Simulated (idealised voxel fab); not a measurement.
The process module presented herein is designated voxel gate over fins.
Section cut is 215 nm wide and gridded with 5 nm square cells.
Format of a cross-section: grid, square cells. Given as bands. Order: top down. Band: one or more rows of cells.
Quick guide to a band line: top height, bottom height (nm) up front; then every material left to right with its width in nm. Only one material and it's marked "throughout"? Then it fills the band edge to edge. And "blank" just means empty space.
Height 0 is the level under which the wafer as received is all one material. The lowest band goes on downwards, as in "0 -> down".
The notation "30->40" denotes a width that varies across the rows of cells in the band, beginning at the first number in the top row, finishing at the second number in the bottom row, and changing by an identical amount from each row to the next.
What does "nothing got changed" mean for a step? It means no cell of the cross-section changed in that step.
What "Enclosed void catalog" gives you is every empty space of 8 cells or more that is cut off from the top. Each appears as width x height at distance, with the distance taken from the left edge and width, height and distance all in nm.
Heads up: the bit after the settings on a step's line is the simulator's remark on that step.
The optional step-line setting "overlay nm" applies to steps with a mask and quantifies how far to the right of its planned location the mask lay, a negative value indicating leftward placement.
Planned step list for the process
1 RECEIVE: material Si
2 CONFORMAL_DEP: material SiN, thk nm 10
3 DIRECTIONAL_DEP: material aC, thk nm 10
4 PATTERN: tone cover, mask id FINS, material resist, width nm 15, pitch nm 35, thk nm 30, overlay nm 0
5 DIRECTIONAL_ETCH: etch materials aC, depth nm 10
6 STRIP: etch materials resist
7 DIRECTIONAL_ETCH: etch materials SiN, depth nm 10
8 DIRECTIONAL_ETCH: etch materials Si, depth nm 35
9 STRIP: etch materials aC
10 FILL_DEP: material SiO2, thk nm 15
11 CMP: height nm 10
12 SELECTIVE_ETCH: etch materials SiO2, depth nm 20
13 STRIP: etch materials SiN
14 CONFORMAL_DEP: material HfO2, thk nm 5
15 CONFORMAL_DEP: material TiN, thk nm 5
16 CONFORMAL_DEP: material TiAl, thk nm 5
17 CONFORMAL_DEP: material TiN, thk nm 5
18 FILL_DEP: material W, thk nm 10
19 CMP: height nm 25
20 CONFORMAL_DEP: material SiN, thk nm 10
Incoming wafer in cross-section (state: after step 1)
  0 -> down = Si throughout
  Enclosed void catalog: none
Post-module cross-section: identical start and plan to those above, one misstep in execution
  35 -> 25 = SiN throughout
  25 -> 20 = W throughout
  20 -> 15 = W 60, TiN 90, W 65
  15 -> 10 = W 60, TiN 5, TiAl 80, TiN 5, W 65
  10 -> 5 = TiN 65, TiAl 5, HfO2 70, TiAl 5, TiN 70
  5 -> 0 = TiAl 70, HfO2 5, TiN 25, HfO2 10, TiN 25, HfO2 5, TiAl 75
  0 -> -5 = HfO2 75, TiN 5, Si 15, TiN 5, HfO2 10, TiN 5, Si 15, TiN 5, HfO2 80
  -5 -> -10 = TiN 80, Si 15, TiN 20, Si 15, TiN 85
  -10 -> -35 = SiO2 80, Si 15, SiO2 20, Si 15, SiO2 85
  -35 -> down = Si throughout
  Enclosed void catalog: none
Error vs. plan: steps 14 and 15 run out of order (swapped)
